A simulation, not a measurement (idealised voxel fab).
The process module presented herein is designated voxel capacitor over wiring.
The cross-section on display is named cut; it measures 155 nm wide, and its cells are 5 nm squares.
The cross-sections in this document take the form of a grid made of square cells. They are written out as bands, in order from top to bottom. Each band consists of one or more rows of cells.
Band: top height; bottom height; in nm. Then, left to right: material with width in nm, for each material. "all across": a single material spanning edge to edge. "empty": empty space.
Heights are measured from 0, the level below which the as-received wafer is all one material; the lowest band has no bottom and continues downward, written as in "0 down".
You'd read "30->40" like this: the band's top row of cells is as wide as the first number, its bottom row is as wide as the second, and going down, every row changes width by the same amount as the row before did.
"identical to before" -> step changed no cross-section cell.
For the entry "Fully closed voids", the listed items are empty spaces with no open way to the top whose size is 8 cells or more; each item follows the pattern width x height at distance, where distance is from the left edge and all three are in nm.
Step line, after settings: the simulator's comment on this step.
If you see "overlay nm" on a step's line and that step has a mask, it's telling you how far right of where it was planned the mask ended up; a negative number means it went left instead.
This section lists the process steps that were planned
1: RECEIVE (material Si)
2: CONFORMAL_DEP (material SiO2; thk nm 15)
3: CONFORMAL_DEP (material SiN; thk nm 5)
4: DIRECTIONAL_DEP (material SiO2; thk nm 25)
5: PATTERN (tone open; mask id METAL_1; material resist; width nm 25; pitch nm 80; thk nm 15; overlay nm 0)
6: DIRECTIONAL_ETCH (etch materials SiO2; depth nm 25)
7: DIRECTIONAL_ETCH (etch materials SiN; depth nm 5)
8: STRIP (etch materials resist)
9: CONFORMAL_DEP (material TiN; thk nm 5)
10: FILL_DEP (material Cu; thk nm 10)
11: CMP (height nm 45)
12: CONFORMAL_DEP (material SiCN; thk nm 5)
13: DIRECTIONAL_DEP (material lowk; thk nm 20)
14: DIRECTIONAL_DEP (material aC; thk nm 10)
15: PATTERN (tone open; mask id PLUG_1; material resist; width nm 15; thk nm 30; overlay nm 0)
16: DIRECTIONAL_ETCH (etch materials aC; depth nm 10)
17: STRIP (etch materials resist)
18: DIRECTIONAL_ETCH (etch materials lowk; depth nm 20)
19: DIRECTIONAL_ETCH (etch materials SiCN; depth nm 5)
20: STRIP (etch materials aC)
21: EPI (material Ru; thk nm 10)
22: EPI (material Ru; thk nm 10)
23: EPI (material Ru; thk nm 5)
24: DIRECTIONAL_DEP (material TiN; thk nm 5)
25: DIRECTIONAL_DEP (material SiN; thk nm 5)
26: DIRECTIONAL_DEP (material TiN; thk nm 10)
27: MASKED_ETCH (tone cover; mask id UPPER_PLATE; width nm 60; etch materials TiN; depth nm 10; overlay nm 0)
28: MASKED_ETCH (tone cover; mask id UPPER_PLATE; width nm 60; etch materials SiN; depth nm 5; overlay nm 0)
29: MASKED_ETCH (tone cover; mask id LOWER_PLATE; width nm 70; etch materials TiN; depth nm 5; overlay nm 0)
30: FILL_DEP (material SiO2; thk nm 20)
31: CMP (height nm 105)
32: MASKED_ETCH (tone open; mask id PLUG_2; width nm 15; etch materials SiO2; depth nm 15; overlay nm 0)
33: CONFORMAL_DEP (material TiN; thk nm 5)
34: FILL_DEP (material W; thk nm 5)
35: CMP (height nm 105)
36: CONFORMAL_DEP (material SiN; thk nm 5)
Below: the first of two wafers, run as planned
Cross-section of the wafer upon arrival, representing the state reached after step 1
- 0 down | Si all across
- Fully closed voids: none
Cross-section through the wafer, step 2 finished
- 15 to 0 | SiO2 all across
- Everything under 0 stays put, no change at all.
Cross-section through the wafer, step 3 finished
- 20 to 15 | SiN all across
- Everything under 15 stays put, no change at all.
Cross-section through the wafer, step 4 finished
- 45 to 20 | SiO2 all across
- Everything under 20 stays put, no change at all.
Cross-section through the wafer, step 5 finished
- 60 to 45 | resist: 25 / empty: 25 / resist: 55 / empty: 25 / resist: 25
- Everything under 45 stays put, no change at all.
Cross-section through the wafer, step 6 finished
- 60 to 45 | resist: 25 / empty: 25 / resist: 55 / empty: 25 / resist: 25
- 45 to 20 | SiO2: 25 / empty: 25 / SiO2: 55 / empty: 25 / SiO2: 25
- Everything under 20 stays put, no change at all.
Cross-section through the wafer, step 7 finished
- 60 to 45 | resist: 25 / empty: 25 / resist: 55 / empty: 25 / resist: 25
- 45 to 20 | SiO2: 25 / empty: 25 / SiO2: 55 / empty: 25 / SiO2: 25
- 20 to 15 | SiN: 25 / empty: 25 / SiN: 55 / empty: 25 / SiN: 25
- Everything under 15 stays put, no change at all.
Cross-section through the wafer, step 8 finished
- 45 to 20 | SiO2: 25 / empty: 25 / SiO2: 55 / empty: 25 / SiO2: 25
- Everything under 20 stays put, no change at all.
Cross-section through the wafer, step 9 finished
- 50 to 45 | TiN: 30 / empty: 15 / TiN: 65 / empty: 15 / TiN: 30
- 45 to 20 | SiO2: 25 / TiN: 5 / empty: 15 / TiN: 5 / SiO2: 55 / TiN: 5 / empty: 15 / TiN: 5 / SiO2: 25
- 20 to 15 | SiN: 25 / TiN: 25 / SiN: 55 / TiN: 25 / SiN: 25
- Everything under 15 stays put, no change at all.
Cross-section through the wafer, step 10 finished
- 60 to 50 | Cu all across
- 50 to 45 | TiN: 30 / Cu: 15 / TiN: 65 / Cu: 15 / TiN: 30
- 45 to 20 | SiO2: 25 / TiN: 5 / Cu: 15 / TiN: 5 / SiO2: 55 / TiN: 5 / Cu: 15 / TiN: 5 / SiO2: 25
- Everything under 20 stays put, no change at all.
Cross-section through the wafer, step 11 finished
- 45 to 20 | SiO2: 25 / TiN: 5 / Cu: 15 / TiN: 5 / SiO2: 55 / TiN: 5 / Cu: 15 / TiN: 5 / SiO2: 25
- Everything under 20 stays put, no change at all.
Cross-section through the wafer, step 12 finished
- 50 to 45 | SiCN all across
- Everything under 45 stays put, no change at all.
Cross-section through the wafer, step 13 finished
- 70 to 50 | lowk all across
- Everything under 50 stays put, no change at all.
Cross-section through the wafer, step 14 finished
- 80 to 70 | aC all across
- Everything under 70 stays put, no change at all.
Cross-section through the wafer, step 15 finished
- 110 to 80 | resist: 35 / empty: 15 / resist: 105
- Everything under 80 stays put, no change at all.
Cross-section through the wafer, step 16 finished
- 100 to 80 | resist: 35 / empty: 15 / resist: 105
- 80 to 70 | aC: 35 / empty: 15 / aC: 105
- Everything under 70 stays put, no change at all.
Cross-section through the wafer, step 17 finished
- 80 to 70 | aC: 35 / empty: 15 / aC: 105
- Everything under 70 stays put, no change at all.
Cross-section through the wafer, step 18 finished
- 80 to 70 | aC: 35 / empty: 15 / aC: 105
- 70 to 50 | lowk: 35 / empty: 15 / lowk: 105
- Everything under 50 stays put, no change at all.
Cross-section through the wafer, step 19 finished
- 80 to 70 | aC: 35 / empty: 15 / aC: 105
- 70 to 50 | lowk: 35 / empty: 15 / lowk: 105
- 50 to 45 | SiCN: 35 / empty: 15 / SiCN: 105
- Everything under 45 stays put, no change at all.
Cross-section through the wafer, step 20 finished
- 70 to 50 | lowk: 35 / empty: 15 / lowk: 105
- Everything under 50 stays put, no change at all.
Cross-section through the wafer, step 21 finished
- 70 to 55 | lowk: 35 / empty: 15 / lowk: 105
- 55 to 50 | lowk: 35 / Ru: 15 / lowk: 105
- 50 to 45 | SiCN: 35 / Ru: 15 / SiCN: 105
- Everything under 45 stays put, no change at all.
Cross-section through the wafer, step 22 finished
- 70 to 65 | lowk: 35 / empty: 15 / lowk: 105
- 65 to 50 | lowk: 35 / Ru: 15 / lowk: 105
- Everything under 50 stays put, no change at all.
Cross-section through the wafer, step 23 finished
- 70 to 50 | lowk: 35 / Ru: 15 / lowk: 105
- Everything under 50 stays put, no change at all.
Cross-section through the wafer, step 24 finished
- 75 to 70 | TiN all across
- Everything under 70 stays put, no change at all.
Cross-section through the wafer, step 25 finished
- 80 to 75 | SiN all across
- Everything under 75 stays put, no change at all.
Cross-section through the wafer, step 26 finished
- 90 to 80 | TiN all across
- Everything under 80 stays put, no change at all.
Cross-section through the wafer, step 27 finished
- 90 to 80 | empty: 35 / TiN: 60 / empty: 60
- Everything under 80 stays put, no change at all.
Cross-section through the wafer, step 28 finished
- 90 to 80 | empty: 35 / TiN: 60 / empty: 60
- 80 to 75 | empty: 35 / SiN: 60 / empty: 60
- Everything under 75 stays put, no change at all.
Cross-section through the wafer, step 29 finished
- 90 to 80 | empty: 35 / TiN: 60 / empty: 60
- 80 to 75 | empty: 35 / SiN: 60 / empty: 60
- 75 to 70 | empty: 30 / TiN: 70 / empty: 55
- Everything under 70 stays put, no change at all.
Cross-section through the wafer, step 30 finished
- 110 to 90 | SiO2 all across
- 90 to 80 | SiO2: 35 / TiN: 60 / SiO2: 60
- 80 to 75 | SiO2: 35 / SiN: 60 / SiO2: 60
- 75 to 70 | SiO2: 30 / TiN: 70 / SiO2: 55
- Everything under 70 stays put, no change at all.
Cross-section through the wafer, step 31 finished
- 105 to 90 | SiO2 all across
- Everything under 90 stays put, no change at all.
Cross-section through the wafer, step 32 finished
- 105 to 90 | SiO2: 45 / empty: 15 / SiO2: 95
- Everything under 90 stays put, no change at all.
Cross-section through the wafer, step 33 finished
- 110 to 105 | TiN: 50 / empty: 5 / TiN: 100
- 105 to 95 | SiO2: 45 / TiN: 5 / empty: 5 / TiN: 5 / SiO2: 95
- 95 to 90 | SiO2: 45 / TiN: 15 / SiO2: 95
- Everything under 90 stays put, no change at all.
Cross-section through the wafer, step 34 finished
- 115 to 110 | W all across
- 110 to 105 | TiN: 50 / W: 5 / TiN: 100
- 105 to 95 | SiO2: 45 / TiN: 5 / W: 5 / TiN: 5 / SiO2: 95
- Everything under 95 stays put, no change at all.
Cross-section through the wafer, step 35 finished
- 105 to 95 | SiO2: 45 / TiN: 5 / W: 5 / TiN: 5 / SiO2: 95
- Everything under 95 stays put, no change at all.
Cross-section through the wafer, step 36 finished
- 110 to 105 | SiN all across
- Everything under 105 stays put, no change at all.
The second wafer began exactly as the first did and followed the same plan, but one mistake was made while running it; through step 30 inclusive, the two wafers are identical
Cross-section of the second wafer when, according to plan, step 31 should have finished
- 95 to 90 | SiO2 all across
- Everything under 90 stays put, no change at all.
Cross-section of the second wafer when, according to plan, step 32 should have finished
- 95 to 90 | SiO2: 45 / empty: 15 / SiO2: 95
- Everything under 90 stays put, no change at all.
Cross-section of the second wafer when, according to plan, step 33 should have finished
- 100 to 95 | TiN: 50 / empty: 5 / TiN: 100
- 95 to 90 | SiO2: 45 / TiN: 15 / SiO2: 95
- Everything under 90 stays put, no change at all.
Cross-section of the second wafer when, according to plan, step 34 should have finished
- 105 to 100 | W all across
- 100 to 95 | TiN: 50 / W: 5 / TiN: 100
- Everything under 95 stays put, no change at all.
Cross-section of the second wafer when, according to plan, step 35 should have finished: identical to before
Cross-section of the second wafer when, according to plan, step 36 should have finished
- 110 to 105 | SiN all across
- Everything under 105 stays put, no change at all.
So what did we get wrong on this run? for step 31, the planned setting was not used; the step was instead run as CMP (height nm 95)
In the final state, the cell counts of the second wafer exceed or fall short of those of the first for the following materials: 56 fewer of SiO2; 26 more of TiN; 30 more of W
